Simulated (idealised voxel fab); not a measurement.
Module name: voxel self aligned contacts (process module)
Each square cell in cross-section cut measures 5 nm, and the section as a whole is 165 nm wide.
Heads up, the way a cross-section reads in here is a grid of square cells, handed over as bands from the top down, with every band being one or more rows of cells. Heads up on the band format: heights come first, top then bottom, in nm. After that it's the materials left to right, each with its width in nm. A single material flagged "throughout" fills the whole band edge to edge, and "blank" means there's empty space there. Measure heights from 0. That's the level where, below it, the as-received wafer is all one material. The lowest band is bottomless and extends downward; write it as in "0 nm and below". Width: "30 to 40" (first number = top row, second number = bottom row, same change from row to row of cells). "stayed the same" -> step changed no cross-section cell. Each empty space that has no open way to the top and spans at least 8 cells appears under "Enclosed void entries" as width x height at distance, the distance counted from the left edge, all in nm. Anything after a step's settings on that line? It's the simulator's own note about the step. When a step includes a mask, the "overlay nm" setting on its line states how far to the right of its planned place that mask lay, and negative values state how far to the left.
[These are the steps we planned for the process]
1,RECEIVE [material Si]
2,OXIDIZE [depth nm 5]
3,DIRECTIONAL_DEP [material polySi] [thk nm 30]
4,DIRECTIONAL_DEP [material SiN] [thk nm 20]
5,DIRECTIONAL_DEP [material aC] [thk nm 15]
6,PATTERN [tone cover] [mask id GATE] [material resist] [width nm 35] [pitch nm 70] [thk nm 30] [overlay nm 0]
7,DIRECTIONAL_ETCH [etch materials aC] [depth nm 15]
8,STRIP [etch materials resist]
9,DIRECTIONAL_ETCH [etch materials SiN] [depth nm 20]
10,DIRECTIONAL_ETCH [etch materials polySi] [depth nm 30]
11,STRIP [etch materials aC]
12,CONFORMAL_DEP [material SiN] [thk nm 10]
13,DIRECTIONAL_ETCH [etch materials SiN] [depth nm 10]
14,FILL_DEP [material SiO2] [thk nm 15]
15,CMP [height nm 60]
16,DIRECTIONAL_DEP [material aC] [thk nm 15]
17,PATTERN [tone open] [mask id CONTACT] [material resist] [width nm 45] [thk nm 30] [overlay nm 0]
18,DIRECTIONAL_ETCH [etch materials aC] [depth nm 15]
19,STRIP [etch materials resist]
20,DIRECTIONAL_ETCH [etch materials SiO2] [depth nm 65]
21,STRIP [etch materials aC]
22,CONFORMAL_DEP [material TiN] [thk nm 5]
23,FILL_DEP [material Ru] [thk nm 10]
24,CMP [height nm 60]
25,CONFORMAL_DEP [material SiCN] [thk nm 5]
[Wafer, first of two, run as planned]
[Wafer cross-section on receipt, i.e. after step 1]
- 0 nm and below | Si throughout
- Enclosed void entries: none
[The following cross-section depicts the wafer upon completion of step 2]
- 0 nm to -5 nm | SiO2 throughout
- Under the height -5 nothing was changed.
[The following cross-section depicts the wafer upon completion of step 3]
- 30 nm to 0 nm | polySi throughout
- Under the height 0 nothing was changed.
[The following cross-section depicts the wafer upon completion of step 4]
- 50 nm to 30 nm | SiN throughout
- Under the height 30 nothing was changed.
[The following cross-section depicts the wafer upon completion of step 5]
- 65 nm to 50 nm | aC throughout
- Under the height 50 nothing was changed.
[The following cross-section depicts the wafer upon completion of step 6]
- 95 nm to 65 nm | 30 nm blank; 35 nm resist; 35 nm blank; 35 nm resist; 30 nm blank
- Under the height 65 nothing was changed.
[The following cross-section depicts the wafer upon completion of step 7]
- 80 nm to 65 nm | 30 nm blank; 35 nm resist; 35 nm blank; 35 nm resist; 30 nm blank
- 65 nm to 50 nm | 30 nm blank; 35 nm aC; 35 nm blank; 35 nm aC; 30 nm blank
- Under the height 50 nothing was changed.
[The following cross-section depicts the wafer upon completion of step 8]
- 65 nm to 50 nm | 30 nm blank; 35 nm aC; 35 nm blank; 35 nm aC; 30 nm blank
- Under the height 50 nothing was changed.
[The following cross-section depicts the wafer upon completion of step 9]
- 65 nm to 50 nm | 30 nm blank; 35 nm aC; 35 nm blank; 35 nm aC; 30 nm blank
- 50 nm to 30 nm | 30 nm blank; 35 nm SiN; 35 nm blank; 35 nm SiN; 30 nm blank
- Under the height 30 nothing was changed.
[The following cross-section depicts the wafer upon completion of step 10]
- 65 nm to 50 nm | 30 nm blank; 35 nm aC; 35 nm blank; 35 nm aC; 30 nm blank
- 50 nm to 30 nm | 30 nm blank; 35 nm SiN; 35 nm blank; 35 nm SiN; 30 nm blank
- 30 nm to 0 nm | 30 nm blank; 35 nm polySi; 35 nm blank; 35 nm polySi; 30 nm blank
- Under the height 0 nothing was changed.
[The following cross-section depicts the wafer upon completion of step 11]
- 50 nm to 30 nm | 30 nm blank; 35 nm SiN; 35 nm blank; 35 nm SiN; 30 nm blank
- Under the height 30 nothing was changed.
[The following cross-section depicts the wafer upon completion of step 12]
- 60 nm to 30 nm | 20 nm blank; 55 nm SiN; 15 nm blank; 55 nm SiN; 20 nm blank
- 30 nm to 10 nm | 20 nm blank; 10 nm SiN; 35 nm polySi; 10 nm SiN; 15 nm blank; 10 nm SiN; 35 nm polySi; 10 nm SiN; 20 nm blank
- 10 nm to 0 nm | 30 nm SiN; 35 nm polySi; 35 nm SiN; 35 nm polySi; 30 nm SiN
- Under the height 0 nothing was changed.
[The following cross-section depicts the wafer upon completion of step 13]
- 50 nm to 30 nm | 20 nm blank; 55 nm SiN; 15 nm blank; 55 nm SiN; 20 nm blank
- 30 nm to 0 nm | 20 nm blank; 10 nm SiN; 35 nm polySi; 10 nm SiN; 15 nm blank; 10 nm SiN; 35 nm polySi; 10 nm SiN; 20 nm blank
- Under the height 0 nothing was changed.
[The following cross-section depicts the wafer upon completion of step 14]
- 65 nm to 50 nm | SiO2 throughout
- 50 nm to 30 nm | 20 nm SiO2; 55 nm SiN; 15 nm SiO2; 55 nm SiN; 20 nm SiO2
- 30 nm to 0 nm | 20 nm SiO2; 10 nm SiN; 35 nm polySi; 10 nm SiN; 15 nm SiO2; 10 nm SiN; 35 nm polySi; 10 nm SiN; 20 nm SiO2
- Under the height 0 nothing was changed.
[The following cross-section depicts the wafer upon completion of step 15]
- 60 nm to 50 nm | SiO2 throughout
- Under the height 50 nothing was changed.
[The following cross-section depicts the wafer upon completion of step 16]
- 75 nm to 60 nm | aC throughout
- Under the height 60 nothing was changed.
[The following cross-section depicts the wafer upon completion of step 17]
- 105 nm to 75 nm | 60 nm resist; 45 nm blank; 60 nm resist
- Under the height 75 nothing was changed.
[The following cross-section depicts the wafer upon completion of step 18]
- 90 nm to 75 nm | 60 nm resist; 45 nm blank; 60 nm resist
- 75 nm to 60 nm | 60 nm aC; 45 nm blank; 60 nm aC
- Under the height 60 nothing was changed.
[The following cross-section depicts the wafer upon completion of step 19]
- 75 nm to 60 nm | 60 nm aC; 45 nm blank; 60 nm aC
- Under the height 60 nothing was changed.
[The following cross-section depicts the wafer upon completion of step 20]
- 75 nm to 60 nm | 60 nm aC; 45 nm blank; 60 nm aC
- 60 nm to 50 nm | 60 nm SiO2; 45 nm blank; 60 nm SiO2
- 50 nm to 30 nm | 20 nm SiO2; 55 nm SiN; 15 nm blank; 55 nm SiN; 20 nm SiO2
- 30 nm to 0 nm | 20 nm SiO2; 10 nm SiN; 35 nm polySi; 10 nm SiN; 15 nm blank; 10 nm SiN; 35 nm polySi; 10 nm SiN; 20 nm SiO2
- 0 nm to -5 nm | 75 nm SiO2; 15 nm blank; 75 nm SiO2
- Under the height -5 nothing was changed.
[The following cross-section depicts the wafer upon completion of step 21]
- 60 nm to 50 nm | 60 nm SiO2; 45 nm blank; 60 nm SiO2
- Under the height 50 nothing was changed.
[The following cross-section depicts the wafer upon completion of step 22]
- 65 nm to 60 nm | 65 nm TiN; 35 nm blank; 65 nm TiN
- 60 nm to 50 nm | 60 nm SiO2; 5 to 20 nm TiN; 35 to 5 nm blank; 5 to 20 nm TiN; 60 nm SiO2
- 50 nm to 30 nm | 20 nm SiO2; 55 nm SiN; 5 nm TiN; 5 nm blank; 5 nm TiN; 55 nm SiN; 20 nm SiO2
- 30 nm to 0 nm | 20 nm SiO2; 10 nm SiN; 35 nm polySi; 10 nm SiN; 5 nm TiN; 5 nm blank; 5 nm TiN; 10 nm SiN; 35 nm polySi; 10 nm SiN; 20 nm SiO2
- 0 nm to -5 nm | 75 nm SiO2; 15 nm TiN; 75 nm SiO2
- Under the height -5 nothing was changed.
[The following cross-section depicts the wafer upon completion of step 23]
- 75 nm to 65 nm | Ru throughout
- 65 nm to 60 nm | 65 nm TiN; 35 nm Ru; 65 nm TiN
- 60 nm to 50 nm | 60 nm SiO2; 5 to 20 nm TiN; 35 to 5 nm Ru; 5 to 20 nm TiN; 60 nm SiO2
- 50 nm to 30 nm | 20 nm SiO2; 55 nm SiN; 5 nm TiN; 5 nm Ru; 5 nm TiN; 55 nm SiN; 20 nm SiO2
- 30 nm to 0 nm | 20 nm SiO2; 10 nm SiN; 35 nm polySi; 10 nm SiN; 5 nm TiN; 5 nm Ru; 5 nm TiN; 10 nm SiN; 35 nm polySi; 10 nm SiN; 20 nm SiO2
- Under the height 0 nothing was changed.
[The following cross-section depicts the wafer upon completion of step 24]
- 60 nm to 50 nm | 60 nm SiO2; 5 to 20 nm TiN; 35 to 5 nm Ru; 5 to 20 nm TiN; 60 nm SiO2
- Under the height 50 nothing was changed.
[The following cross-section depicts the wafer upon completion of step 25]
- 65 nm to 60 nm | SiCN throughout
- Under the height 60 nothing was changed.
[Wafer two. Same start, same plan, one slip in execution. Same as wafer one through step 2, inclusive]
[Look at the second wafer in cross-section at the time step 3 ought to have finished]
- 60 nm to 0 nm | polySi throughout
- Under the height 0 nothing was changed.
[Look at the second wafer in cross-section at the time step 4 ought to have finished]
- 80 nm to 60 nm | SiN throughout
- Under the height 60 nothing was changed.
[Look at the second wafer in cross-section at the time step 5 ought to have finished]
- 95 nm to 80 nm | aC throughout
- Under the height 80 nothing was changed.
[Look at the second wafer in cross-section at the time step 6 ought to have finished]
- 125 nm to 95 nm | 30 nm blank; 35 nm resist; 35 nm blank; 35 nm resist; 30 nm blank
- Under the height 95 nothing was changed.
[Look at the second wafer in cross-section at the time step 7 ought to have finished]
- 110 nm to 95 nm | 30 nm blank; 35 nm resist; 35 nm blank; 35 nm resist; 30 nm blank
- 95 nm to 80 nm | 30 nm blank; 35 nm aC; 35 nm blank; 35 nm aC; 30 nm blank
- Under the height 80 nothing was changed.
[Look at the second wafer in cross-section at the time step 8 ought to have finished]
- 95 nm to 80 nm | 30 nm blank; 35 nm aC; 35 nm blank; 35 nm aC; 30 nm blank
- Under the height 80 nothing was changed.
[Look at the second wafer in cross-section at the time step 9 ought to have finished]
- 95 nm to 80 nm | 30 nm blank; 35 nm aC; 35 nm blank; 35 nm aC; 30 nm blank
- 80 nm to 60 nm | 30 nm blank; 35 nm SiN; 35 nm blank; 35 nm SiN; 30 nm blank
- Under the height 60 nothing was changed.
[Look at the second wafer in cross-section at the time step 10 ought to have finished]
- 95 nm to 80 nm | 30 nm blank; 35 nm aC; 35 nm blank; 35 nm aC; 30 nm blank
- 80 nm to 60 nm | 30 nm blank; 35 nm SiN; 35 nm blank; 35 nm SiN; 30 nm blank
- 60 nm to 30 nm | 30 nm blank; 35 nm polySi; 35 nm blank; 35 nm polySi; 30 nm blank
- Under the height 30 nothing was changed.
[Look at the second wafer in cross-section at the time step 11 ought to have finished]
- 80 nm to 60 nm | 30 nm blank; 35 nm SiN; 35 nm blank; 35 nm SiN; 30 nm blank
- Under the height 60 nothing was changed.
[Look at the second wafer in cross-section at the time step 12 ought to have finished]
- 90 nm to 60 nm | 20 nm blank; 55 nm SiN; 15 nm blank; 55 nm SiN; 20 nm blank
- 60 nm to 40 nm | 20 nm blank; 10 nm SiN; 35 nm polySi; 10 nm SiN; 15 nm blank; 10 nm SiN; 35 nm polySi; 10 nm SiN; 20 nm blank
- 40 nm to 30 nm | 30 nm SiN; 35 nm polySi; 35 nm SiN; 35 nm polySi; 30 nm SiN
- Under the height 30 nothing was changed.
[Look at the second wafer in cross-section at the time step 13 ought to have finished]
- 80 nm to 60 nm | 20 nm blank; 55 nm SiN; 15 nm blank; 55 nm SiN; 20 nm blank
- 60 nm to 30 nm | 20 nm blank; 10 nm SiN; 35 nm polySi; 10 nm SiN; 15 nm blank; 10 nm SiN; 35 nm polySi; 10 nm SiN; 20 nm blank
- Under the height 30 nothing was changed.
[Look at the second wafer in cross-section at the time step 14 ought to have finished]
- 95 nm to 80 nm | SiO2 throughout
- 80 nm to 60 nm | 20 nm SiO2; 55 nm SiN; 15 nm SiO2; 55 nm SiN; 20 nm SiO2
- 60 nm to 30 nm | 20 nm SiO2; 10 nm SiN; 35 nm polySi; 10 nm SiN; 15 nm SiO2; 10 nm SiN; 35 nm polySi; 10 nm SiN; 20 nm SiO2
- Under the height 30 nothing was changed.
[Look at the second wafer in cross-section at the time step 15 ought to have finished]
- 60 nm to 30 nm | 20 nm SiO2; 10 nm SiN; 35 nm polySi; 10 nm SiN; 15 nm SiO2; 10 nm SiN; 35 nm polySi; 10 nm SiN; 20 nm SiO2
- Under the height 30 nothing was changed.
[Look at the second wafer in cross-section at the time step 16 ought to have finished]
- 75 nm to 60 nm | aC throughout
- Under the height 60 nothing was changed.
[Look at the second wafer in cross-section at the time step 17 ought to have finished]
- 105 nm to 75 nm | 60 nm resist; 45 nm blank; 60 nm resist
- Under the height 75 nothing was changed.
[Look at the second wafer in cross-section at the time step 18 ought to have finished]
- 90 nm to 75 nm | 60 nm resist; 45 nm blank; 60 nm resist
- 75 nm to 60 nm | 60 nm aC; 45 nm blank; 60 nm aC
- Under the height 60 nothing was changed.
[Look at the second wafer in cross-section at the time step 19 ought to have finished]
- 75 nm to 60 nm | 60 nm aC; 45 nm blank; 60 nm aC
- Under the height 60 nothing was changed.
[Look at the second wafer in cross-section at the time step 20 ought to have finished]
- 75 nm to 60 nm | 60 nm aC; 45 nm blank; 60 nm aC
- 60 nm to 30 nm | 20 nm SiO2; 10 nm SiN; 35 nm polySi; 10 nm SiN; 15 nm blank; 10 nm SiN; 35 nm polySi; 10 nm SiN; 20 nm SiO2
- Under the height 30 nothing was changed.
[Look at the second wafer in cross-section at the time step 21 ought to have finished]
- 60 nm to 30 nm | 20 nm SiO2; 10 nm SiN; 35 nm polySi; 10 nm SiN; 15 nm blank; 10 nm SiN; 35 nm polySi; 10 nm SiN; 20 nm SiO2
- Under the height 30 nothing was changed.
[Look at the second wafer in cross-section at the time step 22 ought to have finished]
- 65 nm to 60 nm | 80 nm TiN; 5 nm blank; 80 nm TiN
- 60 nm to 35 nm | 20 nm SiO2; 10 nm SiN; 35 nm polySi; 10 nm SiN; 5 nm TiN; 5 nm blank; 5 nm TiN; 10 nm SiN; 35 nm polySi; 10 nm SiN; 20 nm SiO2
- 35 nm to 30 nm | 20 nm SiO2; 10 nm SiN; 35 nm polySi; 10 nm SiN; 15 nm TiN; 10 nm SiN; 35 nm polySi; 10 nm SiN; 20 nm SiO2
- Under the height 30 nothing was changed.
[Look at the second wafer in cross-section at the time step 23 ought to have finished]
- 75 nm to 65 nm | Ru throughout
- 65 nm to 60 nm | 80 nm TiN; 5 nm Ru; 80 nm TiN
- 60 nm to 35 nm | 20 nm SiO2; 10 nm SiN; 35 nm polySi; 10 nm SiN; 5 nm TiN; 5 nm Ru; 5 nm TiN; 10 nm SiN; 35 nm polySi; 10 nm SiN; 20 nm SiO2
- Under the height 35 nothing was changed.
[Look at the second wafer in cross-section at the time step 24 ought to have finished]
- 60 nm to 35 nm | 20 nm SiO2; 10 nm SiN; 35 nm polySi; 10 nm SiN; 5 nm TiN; 5 nm Ru; 5 nm TiN; 10 nm SiN; 35 nm polySi; 10 nm SiN; 20 nm SiO2
- Under the height 35 nothing was changed.
[Look at the second wafer in cross-section at the time step 25 ought to have finished]
- 65 nm to 60 nm | SiCN throughout
- Under the height 60 nothing was changed.
Deviation from plan: it should be noted that step 3 of the plan was executed twice
Count the cells at the end and the second wafer has more or fewer of some materials than the first: Ru -13 | SiN -88 | SiO2 -77 | TiN -20 | polySi +198
